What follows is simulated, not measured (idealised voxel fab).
Proc. module: voxel capacitor over wiring
cross-section cut | 165 nm wide | cells 5 nm
This document writes a cross-section as a grid whose cells are square, and gives it as bands, listed from the top down; one or more rows of cells form a band.
Top height, bottom height, nm. Materials left to right, width each, nm. Single material + "everywhere" = fills band edge to edge. "empty" = empty.
Height reference: 0 = level under which incoming wafer is all one material. Lowest band: no bottom, runs on downward, e.g. "from 0 down".
Quick explanation for "30->40": the width changes in equal steps down the rows of cells, from the first number in the band's top row to the second number in its bottom row.
"nothing was modified" -> step changed no cross-section cell.
Voids not open to the top, 8 cells minimum: see "Encapsulated voids". Written width x height at distance; distance is from the left edge; nm.
It should be noted that, on the line of a given step, the content following the step's settings is a remark produced by the simulator itself with respect to that step.
overlay nm: mask offset rightward from planned place, masked step; negative means leftward offset.

STEPS IN THE PROCESS PLAN
1: op RECEIVE | material Si
2: op CONFORMAL_DEP | material SiO2 | thk nm 10
3: op CONFORMAL_DEP | material SiN | thk nm 5
4: op DIRECTIONAL_DEP | material lowk | thk nm 20
5: op DIRECTIONAL_DEP | material aC | thk nm 15
6: op PATTERN | tone open | mask id METAL_1 | material resist | width nm 20 | pitch nm 90 | thk nm 35 | overlay nm 0
7: op DIRECTIONAL_ETCH | etch materials aC | depth nm 15
8: op STRIP | etch materials resist
9: op DIRECTIONAL_ETCH | etch materials lowk | depth nm 20
10: op DIRECTIONAL_ETCH | etch materials SiN | depth nm 5
11: op STRIP | etch materials aC
12: op CONFORMAL_DEP | material TiN | thk nm 5
13: op FILL_DEP | material Cu | thk nm 5
14: op CMP | height nm 35
15: op CONFORMAL_DEP | material SiCN | thk nm 5
16: op DIRECTIONAL_DEP | material lowk | thk nm 20
17: op PATTERN | tone open | mask id PLUG_1 | material resist | width nm 15 | thk nm 15 | overlay nm 0
18: op DIRECTIONAL_ETCH | etch materials lowk | depth nm 20
19: op DIRECTIONAL_ETCH | etch materials SiCN | depth nm 5
20: op STRIP | etch materials resist
21: op EPI | material Ru | thk nm 10
22: op EPI | material Ru | thk nm 10
23: op EPI | material Ru | thk nm 5
24: op DIRECTIONAL_DEP | material TiN | thk nm 5
25: op DIRECTIONAL_DEP | material HfO2 | thk nm 5
26: op DIRECTIONAL_DEP | material TiN | thk nm 5
27: op MASKED_ETCH | tone cover | mask id UPPER_PLATE | width nm 75 | etch materials TiN | depth nm 5 | overlay nm 0
28: op MASKED_ETCH | tone cover | mask id UPPER_PLATE | width nm 75 | etch materials HfO2 | depth nm 5 | overlay nm 0
29: op PATTERN | tone cover | mask id LOWER_PLATE | material resist | width nm 85 | thk nm 20 | overlay nm 0
30: op DIRECTIONAL_ETCH | etch materials TiN | depth nm 5
31: op STRIP | etch materials resist
32: op FILL_DEP | material SiO2 | thk nm 15
33: op CMP | height nm 85
34: op DIRECTIONAL_DEP | material aC | thk nm 10
35: op PATTERN | tone open | mask id PLUG_2 | material resist | width nm 15 | thk nm 30 | overlay nm 0
36: op DIRECTIONAL_ETCH | etch materials aC | depth nm 10
37: op STRIP | etch materials resist
38: op DIRECTIONAL_ETCH | etch materials SiO2 | depth nm 10
39: op STRIP | etch materials aC
40: op CONFORMAL_DEP | material TiN | thk nm 5
41: op FILL_DEP | material Cu | thk nm 10
42: op CMP | height nm 85
43: op CONFORMAL_DEP | material SiCN | thk nm 5

AS RECEIVED, AFTER STEP 1
    from 0 down = Si everywhere
    Encapsulated voids: none

END STATE OF THE MODULE IN CROSS-SECTION, GIVEN THE ABOVE STARTING POINT AND PLAN AND ONE MISTAKE IN EXECUTION
    from 90 to 85 = SiCN everywhere
    from 85 to 80 = SiO2=40; TiN=5; Cu=5; TiN=5; SiO2=110
    from 80 to 70 = SiO2=40->35; TiN=15->70; SiO2=110->60
    from 70 to 65 = SiO2=30; HfO2=75; SiO2=60
    from 65 to 60 = SiO2=25; TiN=85; SiO2=55
    from 60 to 40 = lowk=30; Ru=15; lowk=120
    from 40 to 35 = SiCN=30; Ru=15; SiCN=120
    from 35 to 15 = lowk=25; TiN=5; Cu=10; TiN=5; lowk=70; TiN=5; Cu=10; TiN=5; lowk=30
    from 15 to 10 = SiN=25; TiN=20; SiN=70; TiN=20; SiN=30
    from 10 to 0 = SiO2 everywhere
    from 0 down = Si everywhere
    Encapsulated voids: none
Run error: step 27: run off-plan, actual operation and settings op MASKED_ETCH | tone cover | mask id UPPER_PLATE | width nm 70 | etch materials TiN | depth nm 5 | overlay nm 0
